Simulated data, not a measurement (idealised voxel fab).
The process module presented herein is designated voxel fin reveal.
Xsec cut, 275 nm wide, square cell size 5 nm.
A cross-section in this document is a grid of square cells, and it is written down as bands, the top band listed before the ones below it; a band is made up of one or more rows of cells.
Each band's line starts with the height of the band's top and of its bottom, in nm. Then come its materials from left to right, each with its width in nm. One material with "everywhere" fills the band from edge to edge. "blank" is empty space.
Measure heights from 0. That's the level where, below it, the as-received wafer is all one material. The lowest band is bottomless and extends downward; write it as in "0 -> down".
Note: "30->40" means the width goes from the first number (top row of the band) to the second number (bottom row) in equal steps per row of cells.
"changes: none", as given for a step, is the statement that not any cell of the cross-section underwent a change during that step.
The entry "Enclosed void list" lists the empty spaces that cover at least 8 cells and have no open path to the top. Each is written as width x height at distance, where the distance is measured from the left edge and all three values are in nm.
Heads up: the bit after the settings on a step's line is the simulator's remark on that step.
You can add "overlay nm" to a step's line. For a step with a mask, it describes how far the mask lay to the right of its planned position, and a negative number describes a lay to the left.
-- These are the steps we planned for the process
1. RECEIVE,material Si
2. CONFORMAL_DEP,material SiN,thk nm 5
3. MASKED_ETCH,tone cover,mask id FINS,width nm 15,pitch nm 40,etch materials SiN,depth nm 5,overlay nm 0
4. MASKED_ETCH,tone cover,mask id FINS,width nm 15,pitch nm 40,etch materials Si,depth nm 35,overlay nm 0
5. FILL_DEP,material SiO2,thk nm 10
6. CMP,height nm 5
7. SELECTIVE_ETCH,etch materials SiO2,depth nm 25
8. STRIP,etch materials SiN
9. CONFORMAL_DEP,material HfO2,thk nm 5
The wafers in this document start out alike and differ in the thk nm applied at step 9; the plan shows the value used for the first wafer.
-- Received condition of the first of several wafers, sectioned: post-step 1
* 0 -> down: Si everywhere
* Enclosed void list: none
-- End-of-module cross-section, first of several wafers, after last step 9
* 5 -> 0: blank: 105, then HfO2: 25, then blank: 15, then HfO2: 25, then blank: 105
* 0 -> -15: blank: 105, then HfO2: 5, then Si: 15, then HfO2: 5, then blank: 15, then HfO2: 5, then Si: 15, then HfO2: 5, then blank: 105
* -15 -> -20: HfO2: 110, then Si: 15, then HfO2: 25, then Si: 15, then HfO2: 110
* -20 -> -35: SiO2: 110, then Si: 15, then SiO2: 25, then Si: 15, then SiO2: 110
* -35 -> down: Si everywhere
* Enclosed void list: none
-- last wafer at the end
* 20 -> 0: blank: 90, then HfO2: 95, then blank: 90
* 0 -> -20: HfO2: 110, then Si: 15, then HfO2: 25, then Si: 15, then HfO2: 110
* -20 -> -35: SiO2: 110, then Si: 15, then SiO2: 25, then Si: 15, then SiO2: 110
* -35 -> down: Si everywhere
* Enclosed void list: none
-- Row per wafer, end-of-module: cell gain (+)/loss (-) by material since the wafer came in, then closed voids
thk nm 5; +71 HfO2; -343 Si; +147 SiO2; Enclosed void list: none
thk nm 10; +142 HfO2; -343 Si; +147 SiO2; Enclosed void list: none
thk nm 15; +209 HfO2; -343 Si; +147 SiO2; Enclosed void list: none
thk nm 20; +272 HfO2; -343 Si; +147 SiO2; Enclosed void list: none
